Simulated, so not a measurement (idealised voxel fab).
The following is a process module called voxel self aligned vias.
FYI the section here is cut, 225 nm wide, cells are 5 nm squares.
Cross-section, as written here: a square-cell grid given band by band from the top down, where a band holds one or more rows of cells.
This entry defines a band. It first specifies the height of the band's top and the height of its bottom in nm, and then specifies the band's materials from left to right, stating each material with its width in nm. The word "all across" identifies a single material that fills the band from edge to edge, while the word "air" identifies empty space.
Heights are measured from 0, the level below which the as-received wafer is all one material; the lowest band has no bottom and continues downward, written as in "0 -> down".
The expression "30 to 40" gives the width at the extremes of the band, the first number at its top row of cells and the second at its bottom row, with the width changing by equal amounts from each row to the next in between.
Basically "identical to before" means that step didn't change any cell in the cross-section.
Any empty space of 8 cells or more lacking an open way to the top shows up in "Enclosed void inventory" as width x height at distance, distance from the left edge, in nm.
That trailing text on a step's line, after the settings, is the simulator's own remark on the step.
overlay nm: where the mask lay relative to plan, measured to the right, on steps with a mask; negatives go left.
plan:
1 RECEIVE with material Si
2 CONFORMAL_DEP with material SiO2, thk nm 15
3 CONFORMAL_DEP with material SiCN, thk nm 5
4 DIRECTIONAL_DEP with material SiO2, thk nm 25
5 DIRECTIONAL_DEP with material aC, thk nm 10
6 PATTERN with tone open, mask id LINES, material resist, width nm 30, pitch nm 55, thk nm 25, overlay nm 0
7 DIRECTIONAL_ETCH with etch materials aC, depth nm 10
8 STRIP with etch materials resist
9 DIRECTIONAL_ETCH with etch materials SiO2, depth nm 25
10 STRIP with etch materials aC
11 CONFORMAL_DEP with material TiN, thk nm 5
12 FILL_DEP with material Ru, thk nm 10
13 CMP with height nm 45
14 SELECTIVE_ETCH with etch materials W Ru TiN, depth nm 10
15 FILL_DEP with material SiN, thk nm 10
16 CMP with height nm 45
17 DIRECTIONAL_DEP with material SiO2, thk nm 15
18 DIRECTIONAL_DEP with material aC, thk nm 15
19 PATTERN with tone open, mask id VIAS, material resist, width nm 40, thk nm 35, overlay nm 0
20 DIRECTIONAL_ETCH with etch materials aC, depth nm 15
21 STRIP with etch materials resist
22 DIRECTIONAL_ETCH with etch materials SiO2, depth nm 15
23 DIRECTIONAL_ETCH with etch materials SiN, depth nm 10
24 STRIP with etch materials aC
25 CONFORMAL_DEP with material TiN, thk nm 5
26 FILL_DEP with material Ru, thk nm 10
27 CMP with height nm 60
28 CONFORMAL_DEP with material SiN, thk nm 5
The cross-section here shows the wafer as received, i.e. in its state after step 1:
* 0 -> down | Si all across
* Enclosed void inventory: none
Figure: cross-sectional view of the wafer upon completion of the module, processed from the initial state and according to the plan depicted above, with one error introduced during execution:
* 65 -> 60 | SiN all across
* 60 -> 50 | 65 of SiO2; 5 of TiN; 35 of Ru; 5 of TiN; 115 of SiO2
* 50 -> 45 | 65 of SiO2; 10 of TiN; 20 of Ru; 15 of TiN; 115 of SiO2
* 45 -> 40 | 70 of SiO2; 5 of TiN; 20 of Ru; 5 of TiN; 25 of SiO2; 30 of SiN; 70 of SiO2
* 40 -> 35 | 70 of SiO2; 30 of TiN; 25 of SiO2; 30 of SiN; 70 of SiO2
* 35 -> 25 | 70 of SiO2; 5 of TiN; 20 of Ru; 5 of TiN; 25 of SiO2; 5 of TiN; 20 of Ru; 5 of TiN; 70 of SiO2
* 25 -> 20 | 70 of SiO2; 30 of TiN; 25 of SiO2; 30 of TiN; 70 of SiO2
* 20 -> 15 | SiCN all across
* 15 -> 0 | SiO2 all across
* 0 -> down | Si all across
* Enclosed void inventory: none
Run error: so step 19 ended up running with a different setting than we planned, it ran as PATTERN with tone open, mask id VIAS, material resist, width nm 45, thk nm 35, overlay nm 0
